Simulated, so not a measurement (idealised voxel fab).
process module | voxel double patterning
cross-section cut | 165 nm wide | cells 5 nm
A cross-section is a grid of square cells, given in bands from the top down. A band is one or more rows of cells.
Each band's line starts with the height of the band's top and of its bottom, in nm. Then come its materials from left to right, each with its width in nm. One material with "throughout" fills the band from edge to edge. "air" is empty space.
Height 0 is the level under which the wafer as received is all one material. The lowest band goes on downwards, as in "0 down".
A width such as "30 to 40" changes by the same amount from each row of cells to the next, from the band's top row to its bottom row.
"no change" after a step means that no cell of the cross-section changed.
closed voids: empty space of 8 cells or more with no open way to the top, each as width x height at its distance from the left edge, in nm
after a step's settings: what the simulator itself notes on the step
overlay nm, on a step with a mask: how far to the right of its planned place the mask lay; to the left if negative
plan
1 op RECEIVE | material Si
2 op CONFORMAL_DEP | material SiN | thk nm 5
3 op DIRECTIONAL_DEP | material SiO2 | thk nm 15
4 op DIRECTIONAL_DEP | material SiCN | thk nm 5
5 op DIRECTIONAL_DEP | material aC | thk nm 15
6 op PATTERN | tone open | mask id FIRST | material resist | width nm 15 | pitch nm 50 | thk nm 35 | overlay nm 0
7 op DIRECTIONAL_ETCH | etch materials aC | depth nm 15
8 op STRIP | etch materials resist
9 op DIRECTIONAL_ETCH | etch materials SiCN | depth nm 5
10 op STRIP | etch materials aC
11 op DIRECTIONAL_DEP | material aC | thk nm 15
12 op PATTERN | tone open | mask id SECOND | material resist | width nm 15 | thk nm 35 | overlay nm 0
13 op DIRECTIONAL_ETCH | etch materials aC | depth nm 15
14 op STRIP | etch materials resist
15 op DIRECTIONAL_ETCH | etch materials SiCN | depth nm 5
16 op STRIP | etch materials aC
17 op DIRECTIONAL_ETCH | etch materials SiO2 | depth nm 15
18 op STRIP | etch materials SiCN
as received, after step 1
  0 down: Si throughout
  closed voids: none
first wafer at the end, as planned
  20 to 5: SiO2 50 | air 15 | SiO2 10 | air 15 | SiO2 10 | air 15 | SiO2 50
  5 to 0: SiN throughout
  0 down: Si throughout
  closed voids: none
second wafer at the end: like start, like plan, one mistake
  15 to 0: SiO2 50 | air 15 | SiO2 10 | air 15 | SiO2 10 | air 15 | SiO2 50
  0 down: Si throughout
  closed voids: none
what went wrong: step 2 was left out
at the end the second wafer has, in cells: 33 fewer of SiN
